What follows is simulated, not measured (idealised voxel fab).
Module name: voxel ribs on slabs (process module)
The cross-section on display is named cut; it measures 180 nm wide, and its cells are 5 nm squares.
Bands, listed from the top down, are how a cross-section gets written in this document; the cross-section itself is a grid of square cells, and a band is one or more rows of them. Quick guide to a band line: top height, bottom height (nm) up front; then every material left to right with its width in nm. Only one material and it's marked "full width"? Then it fills the band edge to edge. And "empty" just means empty space. Heights are measured from 0, the level below which the as-received wafer is all one material; the lowest band has no bottom and continues downward, written as in "0 down". Read "30..40" as a graded width: first number on top, second number at the bottom, same change between each pair of neighbouring rows. Take "identical to before" at face value: in the step it is given for, the cross-section changed in none of its cells. "Fully closed voids" - sealed voids, min. 8 cells, no opening to top; format: width x height at distance (distance from left edge; nm throughout). after a step's settings: what the simulator itself notes on the step. A step line may carry the setting "overlay nm", which, for steps involving a mask, states the distance by which the mask lay to the right of its intended position; negative values denote displacement to the left.
**The steps planned for the process are as follows**
| 1 | RECEIVE (material Si) |
| 2 | DIRECTIONAL_DEP (material SiO2; thk nm 30) |
| 3 | DIRECTIONAL_DEP (material SiN; thk nm 25) |
| 4 | DIRECTIONAL_DEP (material aC; thk nm 15) |
| 5 | PATTERN (tone cover; mask id RIB; material resist; width nm 25; thk nm 35; overlay nm 0) |
| 6 | DIRECTIONAL_ETCH (etch materials aC; depth nm 15) |
| 7 | STRIP (etch materials resist) |
| 8 | DIRECTIONAL_ETCH (etch materials SiN; depth nm 5) |
| 9 | STRIP (etch materials aC) |
| 10 | PATTERN (tone cover; mask id SLAB; material resist; width nm 65; thk nm 15; overlay nm 0) |
| 11 | DIRECTIONAL_ETCH (etch materials SiN; depth nm 20) |
| 12 | STRIP (etch materials resist) |
| 13 | FILL_DEP (material SiO2; thk nm 25) |
| 14 | CMP (height nm 75) |
| 15 | DIRECTIONAL_DEP (material TiN; thk nm 10) |
| 16 | MASKED_ETCH (tone cover; mask id HEATER; width nm 35; etch materials TiN; depth nm 10; overlay nm 0) |
| 17 | CONFORMAL_DEP (material SiN; thk nm 10) |
**Cross-section: wafer on arrival = after step 1**
	0 down | Si full width
	Fully closed voids: none
**End-of-module XS, first of two wafers, run as planned**
	95 to 85 | empty (60); SiN (55); empty (65)
	85 to 75 | SiN (70); TiN (35); SiN (75)
	75 to 55 | SiO2 full width
	55 to 50 | SiO2 (75); SiN (25); SiO2 (80)
	50 to 30 | SiO2 (55); SiN (65); SiO2 (60)
	30 to 0 | SiO2 full width
	0 down | Si full width
	Fully closed voids: none
**Wafer two, sectioned after the module: the first wafer's start, the first wafer's plan, and one mistake in how it was run**
	95 to 85 | empty (60); SiN (55); empty (65)
	85 to 75 | SiN (70); TiN (35); SiN (75)
	75 to 55 | SiO2 full width
	55 to 50 | SiO2 (80); SiN (25); SiO2 (75)
	50 to 30 | SiO2 (55); SiN (65); SiO2 (60)
	30 to 0 | SiO2 full width
	0 down | Si full width
	Fully closed voids: none
Deviation from plan: step 5 went in with a setting other than planned; the actual run was PATTERN (tone cover; mask id RIB; material resist; width nm 25; thk nm 35; overlay nm 5)
at the end the second wafer has, in cells: as many of each material as the first, in other places
